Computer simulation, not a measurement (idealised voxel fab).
The process module that follows is named voxel quadruple lines.
Cross-sectional view cut (width: 290 nm; square cell size: 5 nm).
Square cells in a grid make up a cross-section in this document, and the grid is given as bands, listed from the top down, each one or more rows of cells. Top, bottom (nm), then materials left to right with widths (nm); lone material tagged "throughout" fills the whole band edge to edge; "empty" = empty space. Ref level 0: as-received wafer is one material below here. Bottom band extends down with no lower bound ("0..down"). So if you see something like "30..40" for the width, read it as the top row of the band sitting at the first number and the bottom row at the second, with every row in between moving by the same amount as the last. Step marked "no change occurred"? Then no cell in the cross-section changed in it. What "Voids, sealed" gives you is every empty space of 8 cells or more that is cut off from the top. Each appears as width x height at distance, with the distance taken from the left edge and width, height and distance all in nm. after a step's settings: what the simulator itself notes on the step. overlay nm: for a step with a mask, the amount by which the mask lay right of where it was planned; a negative amount means left of it.
Process steps foreseen in the plan
1) RECEIVE: material Si
2) CONFORMAL_DEP: material SiO2, thk nm 10
3) DIRECTIONAL_DEP: material W, thk nm 10
4) DIRECTIONAL_DEP: material polySi, thk nm 15
5) DIRECTIONAL_DEP: material aC, thk nm 25
6) PATTERN: tone cover, mask id MANDREL, material resist, width nm 30, thk nm 30, overlay nm 0
7) DIRECTIONAL_ETCH: etch materials aC, depth nm 25
8) STRIP: etch materials resist
9) CONFORMAL_DEP: material SiO2, thk nm 10
10) DIRECTIONAL_ETCH: etch materials SiO2, depth nm 10
11) STRIP: etch materials aC
12) DIRECTIONAL_ETCH: etch materials polySi, depth nm 15
13) STRIP: etch materials SiO2
14) CONFORMAL_DEP: material SiCN, thk nm 10
15) DIRECTIONAL_ETCH: etch materials SiCN, depth nm 10
16) STRIP: etch materials polySi
17) DIRECTIONAL_ETCH: etch materials W, depth nm 10
18) STRIP: etch materials SiCN
Cross-section, incoming material, after step 1
* 0..down  Si throughout
* Voids, sealed: none
Starting wafer: above. Plan: above. Run: one mistake. Cross-section after the module: below
* 25..10  polySi throughout
* 10..0  SiO2 throughout
* 0..down  Si throughout
* Voids, sealed: none
Deviation noted in wafer processing: contrary to the plan, steps 3 and 4 were processed in exchanged order
